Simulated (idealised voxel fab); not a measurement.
Process module, titled voxel wiring stack
FYI the section here is cut, 240 nm wide, cells are 5 nm squares.
Cross-section, as written here: a square-cell grid given band by band from the top down, where a band holds one or more rows of cells. This entry defines a band. It first specifies the height of the band's top and the height of its bottom in nm, and then specifies the band's materials from left to right, stating each material with its width in nm. The word "throughout" identifies a single material that fills the band from edge to edge, while the word "empty" identifies empty space. All heights in this document are referenced to 0, defined as the level beneath which the wafer, as received, consists entirely of one material. The lowest band is not bounded below; it extends indefinitely downward and is written in the form "0 and below". A width such as "30..40" changes by the same amount from each row of cells to the next, from the band's top row to its bottom row. "stayed the same", as given for a step, is the statement that not any cell of the cross-section underwent a change during that step. Each empty space that has no open way to the top and spans at least 8 cells appears under "Encapsulated voids" as width x height at distance, the distance counted from the left edge, all in nm. Past the settings on a step's line: simulator remark, on that step. The line of a step may include "overlay nm". On a step with a mask, this value is how far to the right of its planned place the mask lay. A negative value means the mask lay to the left.
Listed below are the process steps as planned
| 1 | RECEIVE: material Si |
| 2 | CONFORMAL_DEP: material SiO2, thk nm 15 |
| 3 | DIRECTIONAL_DEP: material TiN, thk nm 5 |
| 4 | DIRECTIONAL_DEP: material Ru, thk nm 25 |
| 5 | PATTERN: tone cover, mask id METAL_1, material resist, width nm 25, pitch nm 45, thk nm 20, overlay nm 0 |
| 6 | DIRECTIONAL_ETCH: etch materials Ru, depth nm 25 |
| 7 | DIRECTIONAL_ETCH: etch materials TiN, depth nm 5 |
| 8 | STRIP: etch materials resist |
| 9 | FILL_DEP: material lowk, thk nm 10 |
| 10 | CMP: height nm 45 |
| 11 | CONFORMAL_DEP: material SiCN, thk nm 5 |
| 12 | DIRECTIONAL_DEP: material lowk, thk nm 25 |
| 13 | DIRECTIONAL_DEP: material aC, thk nm 10 |
| 14 | PATTERN: tone open, mask id METAL_2_HOLES, material resist, width nm 15, pitch nm 45, thk nm 25, overlay nm 0 |
| 15 | DIRECTIONAL_ETCH: etch materials aC, depth nm 10 |
| 16 | STRIP: etch materials resist |
| 17 | DIRECTIONAL_ETCH: etch materials lowk, depth nm 25 |
| 18 | STRIP: etch materials aC |
| 19 | MASKED_ETCH: tone open, mask id METAL_2, width nm 25, pitch nm 45, etch materials lowk, depth nm 15, overlay nm 0 |
| 20 | MASKED_ETCH: tone open, mask id METAL_2, width nm 25, pitch nm 45, etch materials SiCN, depth nm 5, overlay nm 0 |
| 21 | CONFORMAL_DEP: material TiN, thk nm 5 |
| 22 | FILL_DEP: material Cu, thk nm 10 |
| 23 | CMP: height nm 75 |
| 24 | CONFORMAL_DEP: material SiCN, thk nm 5 |
First out of two wafers; run went to plan
Incoming wafer in cross-section (state: after step 1)
	0 and below  Si throughout
	Encapsulated voids: none
The wafer, seen in cross-section, after step 2
	15 down to 0  SiO2 throughout
	Below 0, the layers are the same as they were.
The wafer, seen in cross-section, after step 3
	20 down to 15  TiN throughout
	Below 15, the layers are the same as they were.
The wafer, seen in cross-section, after step 4
	45 down to 20  Ru throughout
	Below 20, the layers are the same as they were.
The wafer, seen in cross-section, after step 5
	65 down to 45  40 empty, 25 resist, 20 empty, 25 resist, 20 empty, 25 resist, 20 empty, 25 resist, 40 empty
	Below 45, the layers are the same as they were.
The wafer, seen in cross-section, after step 6
	65 down to 45  40 empty, 25 resist, 20 empty, 25 resist, 20 empty, 25 resist, 20 empty, 25 resist, 40 empty
	45 down to 20  40 empty, 25 Ru, 20 empty, 25 Ru, 20 empty, 25 Ru, 20 empty, 25 Ru, 40 empty
	Below 20, the layers are the same as they were.
The wafer, seen in cross-section, after step 7
	65 down to 45  40 empty, 25 resist, 20 empty, 25 resist, 20 empty, 25 resist, 20 empty, 25 resist, 40 empty
	45 down to 20  40 empty, 25 Ru, 20 empty, 25 Ru, 20 empty, 25 Ru, 20 empty, 25 Ru, 40 empty
	20 down to 15  40 empty, 25 TiN, 20 empty, 25 TiN, 20 empty, 25 TiN, 20 empty, 25 TiN, 40 empty
	Below 15, the layers are the same as they were.
The wafer, seen in cross-section, after step 8
	45 down to 20  40 empty, 25 Ru, 20 empty, 25 Ru, 20 empty, 25 Ru, 20 empty, 25 Ru, 40 empty
	Below 20, the layers are the same as they were.
The wafer, seen in cross-section, after step 9
	55 down to 45  lowk throughout
	45 down to 20  40 lowk, 25 Ru, 20 lowk, 25 Ru, 20 lowk, 25 Ru, 20 lowk, 25 Ru, 40 lowk
	20 down to 15  40 lowk, 25 TiN, 20 lowk, 25 TiN, 20 lowk, 25 TiN, 20 lowk, 25 TiN, 40 lowk
	Below 15, the layers are the same as they were.
The wafer, seen in cross-section, after step 10
	45 down to 20  40 lowk, 25 Ru, 20 lowk, 25 Ru, 20 lowk, 25 Ru, 20 lowk, 25 Ru, 40 lowk
	Below 20, the layers are the same as they were.
The wafer, seen in cross-section, after step 11
	50 down to 45  SiCN throughout
	Below 45, the layers are the same as they were.
The wafer, seen in cross-section, after step 12
	75 down to 50  lowk throughout
	Below 50, the layers are the same as they were.
The wafer, seen in cross-section, after step 13
	85 down to 75  aC throughout
	Below 75, the layers are the same as they were.
The wafer, seen in cross-section, after step 14
	110 down to 85  40 resist, 15 empty, 30 resist, 15 empty, 30 resist, 15 empty, 30 resist, 15 empty, 50 resist
	Below 85, the layers are the same as they were.
The wafer, seen in cross-section, after step 15
	100 down to 85  40 resist, 15 empty, 30 resist, 15 empty, 30 resist, 15 empty, 30 resist, 15 empty, 50 resist
	85 down to 75  40 aC, 15 empty, 30 aC, 15 empty, 30 aC, 15 empty, 30 aC, 15 empty, 50 aC
	Below 75, the layers are the same as they were.
The wafer, seen in cross-section, after step 16
	85 down to 75  40 aC, 15 empty, 30 aC, 15 empty, 30 aC, 15 empty, 30 aC, 15 empty, 50 aC
	Below 75, the layers are the same as they were.
The wafer, seen in cross-section, after step 17
	85 down to 75  40 aC, 15 empty, 30 aC, 15 empty, 30 aC, 15 empty, 30 aC, 15 empty, 50 aC
	75 down to 50  40 lowk, 15 empty, 30 lowk, 15 empty, 30 lowk, 15 empty, 30 lowk, 15 empty, 50 lowk
	Below 50, the layers are the same as they were.
The wafer, seen in cross-section, after step 18
	75 down to 50  40 lowk, 15 empty, 30 lowk, 15 empty, 30 lowk, 15 empty, 30 lowk, 15 empty, 50 lowk
	Below 50, the layers are the same as they were.
The wafer, seen in cross-section, after step 19
	75 down to 60  40 lowk, 25 empty, 20 lowk, 25 empty, 20 lowk, 25 empty, 20 lowk, 25 empty, 40 lowk
	Below 60, the layers are the same as they were.
The wafer, seen in cross-section, after step 20
	75 down to 60  40 lowk, 25 empty, 20 lowk, 25 empty, 20 lowk, 25 empty, 20 lowk, 25 empty, 40 lowk
	60 down to 50  40 lowk, 15 empty, 30 lowk, 15 empty, 30 lowk, 15 empty, 30 lowk, 15 empty, 50 lowk
	50 down to 45  40 SiCN, 15 empty, 30 SiCN, 15 empty, 30 SiCN, 15 empty, 30 SiCN, 15 empty, 50 SiCN
	Below 45, the layers are the same as they were.
The wafer, seen in cross-section, after step 21
	80 down to 75  45 TiN, 15 empty, 30 TiN, 15 empty, 30 TiN, 15 empty, 30 TiN, 15 empty, 45 TiN
	75 down to 65  40 lowk, 5 TiN, 15 empty, 5 TiN, 20 lowk, 5 TiN, 15 empty, 5 TiN, 20 lowk, 5 TiN, 15 empty, 5 TiN, 20 lowk, 5 TiN, 15 empty, 5 TiN, 40 lowk
	65 down to 60  40 lowk, 5 TiN, 5 empty, 15 TiN, 20 lowk, 5 TiN, 5 empty, 15 TiN, 20 lowk, 5 TiN, 5 empty, 15 TiN, 20 lowk, 5 TiN, 5 empty, 15 TiN, 40 lowk
	60 down to 50  40 lowk, 5 TiN, 5 empty, 5 TiN, 30 lowk, 5 TiN, 5 empty, 5 TiN, 30 lowk, 5 TiN, 5 empty, 5 TiN, 30 lowk, 5 TiN, 5 empty, 5 TiN, 50 lowk
	50 down to 45  40 SiCN, 15 TiN, 30 SiCN, 15 TiN, 30 SiCN, 15 TiN, 30 SiCN, 15 TiN, 50 SiCN
	Below 45, the layers are the same as they were.
The wafer, seen in cross-section, after step 22
	90 down to 80  Cu throughout
	80 down to 75  45 TiN, 15 Cu, 30 TiN, 15 Cu, 30 TiN, 15 Cu, 30 TiN, 15 Cu, 45 TiN
	75 down to 65  40 lowk, 5 TiN, 15 Cu, 5 TiN, 20 lowk, 5 TiN, 15 Cu, 5 TiN, 20 lowk, 5 TiN, 15 Cu, 5 TiN, 20 lowk, 5 TiN, 15 Cu, 5 TiN, 40 lowk
	65 down to 60  40 lowk, 5 TiN, 5 Cu, 15 TiN, 20 lowk, 5 TiN, 5 Cu, 15 TiN, 20 lowk, 5 TiN, 5 Cu, 15 TiN, 20 lowk, 5 TiN, 5 Cu, 15 TiN, 40 lowk
	60 down to 50  40 lowk, 5 TiN, 5 Cu, 5 TiN, 30 lowk, 5 TiN, 5 Cu, 5 TiN, 30 lowk, 5 TiN, 5 Cu, 5 TiN, 30 lowk, 5 TiN, 5 Cu, 5 TiN, 50 lowk
	Below 50, the layers are the same as they were.
The wafer, seen in cross-section, after step 23
	75 down to 65  40 lowk, 5 TiN, 15 Cu, 5 TiN, 20 lowk, 5 TiN, 15 Cu, 5 TiN, 20 lowk, 5 TiN, 15 Cu, 5 TiN, 20 lowk, 5 TiN, 15 Cu, 5 TiN, 40 lowk
	Below 65, the layers are the same as they were.
The wafer, seen in cross-section, after step 24
	80 down to 75  SiCN throughout
	Below 75, the layers are the same as they were.
Wafer two of two - same starting point, same process plan, one mistake in execution; matches wafer one up to and including step 1
The second wafer cut through, at the time step 2 was supposed to be finished
	30 down to 0  SiO2 throughout
	Below 0, the layers are the same as they were.
The second wafer cut through, at the time step 3 was supposed to be finished
	35 down to 30  TiN throughout
	Below 30, the layers are the same as they were.
The second wafer cut through, at the time step 4 was supposed to be finished
	60 down to 35  Ru throughout
	Below 35, the layers are the same as they were.
The second wafer cut through, at the time step 5 was supposed to be finished
	80 down to 60  40 empty, 25 resist, 20 empty, 25 resist, 20 empty, 25 resist, 20 empty, 25 resist, 40 empty
	Below 60, the layers are the same as they were.
The second wafer cut through, at the time step 6 was supposed to be finished
	80 down to 60  40 empty, 25 resist, 20 empty, 25 resist, 20 empty, 25 resist, 20 empty, 25 resist, 40 empty
	60 down to 35  40 empty, 25 Ru, 20 empty, 25 Ru, 20 empty, 25 Ru, 20 empty, 25 Ru, 40 empty
	Below 35, the layers are the same as they were.
The second wafer cut through, at the time step 7 was supposed to be finished
	80 down to 60  40 empty, 25 resist, 20 empty, 25 resist, 20 empty, 25 resist, 20 empty, 25 resist, 40 empty
	60 down to 35  40 empty, 25 Ru, 20 empty, 25 Ru, 20 empty, 25 Ru, 20 empty, 25 Ru, 40 empty
	35 down to 30  40 empty, 25 TiN, 20 empty, 25 TiN, 20 empty, 25 TiN, 20 empty, 25 TiN, 40 empty
	Below 30, the layers are the same as they were.
The second wafer cut through, at the time step 8 was supposed to be finished
	60 down to 35  40 empty, 25 Ru, 20 empty, 25 Ru, 20 empty, 25 Ru, 20 empty, 25 Ru, 40 empty
	Below 35, the layers are the same as they were.
The second wafer cut through, at the time step 9 was supposed to be finished
	70 down to 60  lowk throughout
	60 down to 35  40 lowk, 25 Ru, 20 lowk, 25 Ru, 20 lowk, 25 Ru, 20 lowk, 25 Ru, 40 lowk
	35 down to 30  40 lowk, 25 TiN, 20 lowk, 25 TiN, 20 lowk, 25 TiN, 20 lowk, 25 TiN, 40 lowk
	Below 30, the layers are the same as they were.
The second wafer cut through, at the time step 10 was supposed to be finished
	45 down to 35  40 lowk, 25 Ru, 20 lowk, 25 Ru, 20 lowk, 25 Ru, 20 lowk, 25 Ru, 40 lowk
	Below 35, the layers are the same as they were.
The second wafer cut through, at the time step 11 was supposed to be finished
	50 down to 45  SiCN throughout
	Below 45, the layers are the same as they were.
The second wafer cut through, at the time step 12 was supposed to be finished
	75 down to 50  lowk throughout
	Below 50, the layers are the same as they were.
The second wafer cut through, at the time step 13 was supposed to be finished
	85 down to 75  aC throughout
	Below 75, the layers are the same as they were.
The second wafer cut through, at the time step 14 was supposed to be finished
	110 down to 85  40 resist, 15 empty, 30 resist, 15 empty, 30 resist, 15 empty, 30 resist, 15 empty, 50 resist
	Below 85, the layers are the same as they were.
The second wafer cut through, at the time step 15 was supposed to be finished
	100 down to 85  40 resist, 15 empty, 30 resist, 15 empty, 30 resist, 15 empty, 30 resist, 15 empty, 50 resist
	85 down to 75  40 aC, 15 empty, 30 aC, 15 empty, 30 aC, 15 empty, 30 aC, 15 empty, 50 aC
	Below 75, the layers are the same as they were.
The second wafer cut through, at the time step 16 was supposed to be finished
	85 down to 75  40 aC, 15 empty, 30 aC, 15 empty, 30 aC, 15 empty, 30 aC, 15 empty, 50 aC
	Below 75, the layers are the same as they were.
The second wafer cut through, at the time step 17 was supposed to be finished
	85 down to 75  40 aC, 15 empty, 30 aC, 15 empty, 30 aC, 15 empty, 30 aC, 15 empty, 50 aC
	75 down to 50  40 lowk, 15 empty, 30 lowk, 15 empty, 30 lowk, 15 empty, 30 lowk, 15 empty, 50 lowk
	Below 50, the layers are the same as they were.
The second wafer cut through, at the time step 18 was supposed to be finished
	75 down to 50  40 lowk, 15 empty, 30 lowk, 15 empty, 30 lowk, 15 empty, 30 lowk, 15 empty, 50 lowk
	Below 50, the layers are the same as they were.
The second wafer cut through, at the time step 19 was supposed to be finished
	75 down to 60  40 lowk, 25 empty, 20 lowk, 25 empty, 20 lowk, 25 empty, 20 lowk, 25 empty, 40 lowk
	Below 60, the layers are the same as they were.
The second wafer cut through, at the time step 20 was supposed to be finished
	75 down to 60  40 lowk, 25 empty, 20 lowk, 25 empty, 20 lowk, 25 empty, 20 lowk, 25 empty, 40 lowk
	60 down to 50  40 lowk, 15 empty, 30 lowk, 15 empty, 30 lowk, 15 empty, 30 lowk, 15 empty, 50 lowk
	50 down to 45  40 SiCN, 15 empty, 30 SiCN, 15 empty, 30 SiCN, 15 empty, 30 SiCN, 15 empty, 50 SiCN
	Below 45, the layers are the same as they were.
The second wafer cut through, at the time step 21 was supposed to be finished
	80 down to 75  45 TiN, 15 empty, 30 TiN, 15 empty, 30 TiN, 15 empty, 30 TiN, 15 empty, 45 TiN
	75 down to 65  40 lowk, 5 TiN, 15 empty, 5 TiN, 20 lowk, 5 TiN, 15 empty, 5 TiN, 20 lowk, 5 TiN, 15 empty, 5 TiN, 20 lowk, 5 TiN, 15 empty, 5 TiN, 40 lowk
	65 down to 60  40 lowk, 5 TiN, 5 empty, 15 TiN, 20 lowk, 5 TiN, 5 empty, 15 TiN, 20 lowk, 5 TiN, 5 empty, 15 TiN, 20 lowk, 5 TiN, 5 empty, 15 TiN, 40 lowk
	60 down to 50  40 lowk, 5 TiN, 5 empty, 5 TiN, 30 lowk, 5 TiN, 5 empty, 5 TiN, 30 lowk, 5 TiN, 5 empty, 5 TiN, 30 lowk, 5 TiN, 5 empty, 5 TiN, 50 lowk
	50 down to 45  40 SiCN, 15 TiN, 30 SiCN, 15 TiN, 30 SiCN, 15 TiN, 30 SiCN, 15 TiN, 50 SiCN
	Below 45, the layers are the same as they were.
The second wafer cut through, at the time step 22 was supposed to be finished
	90 down to 80  Cu throughout
	80 down to 75  45 TiN, 15 Cu, 30 TiN, 15 Cu, 30 TiN, 15 Cu, 30 TiN, 15 Cu, 45 TiN
	75 down to 65  40 lowk, 5 TiN, 15 Cu, 5 TiN, 20 lowk, 5 TiN, 15 Cu, 5 TiN, 20 lowk, 5 TiN, 15 Cu, 5 TiN, 20 lowk, 5 TiN, 15 Cu, 5 TiN, 40 lowk
	65 down to 60  40 lowk, 5 TiN, 5 Cu, 15 TiN, 20 lowk, 5 TiN, 5 Cu, 15 TiN, 20 lowk, 5 TiN, 5 Cu, 15 TiN, 20 lowk, 5 TiN, 5 Cu, 15 TiN, 40 lowk
	60 down to 50  40 lowk, 5 TiN, 5 Cu, 5 TiN, 30 lowk, 5 TiN, 5 Cu, 5 TiN, 30 lowk, 5 TiN, 5 Cu, 5 TiN, 30 lowk, 5 TiN, 5 Cu, 5 TiN, 50 lowk
	Below 50, the layers are the same as they were.
The second wafer cut through, at the time step 23 was supposed to be finished
	75 down to 65  40 lowk, 5 TiN, 15 Cu, 5 TiN, 20 lowk, 5 TiN, 15 Cu, 5 TiN, 20 lowk, 5 TiN, 15 Cu, 5 TiN, 20 lowk, 5 TiN, 15 Cu, 5 TiN, 40 lowk
	Below 65, the layers are the same as they were.
The second wafer cut through, at the time step 24 was supposed to be finished
	80 down to 75  SiCN throughout
	Below 75, the layers are the same as they were.
Run error: heads up, step 2 of the plan got done twice
Count the cells at the end and the second wafer has more or fewer of some materials than the first: Ru: 60 fewer; SiO2: 144 more; lowk: 84 fewer
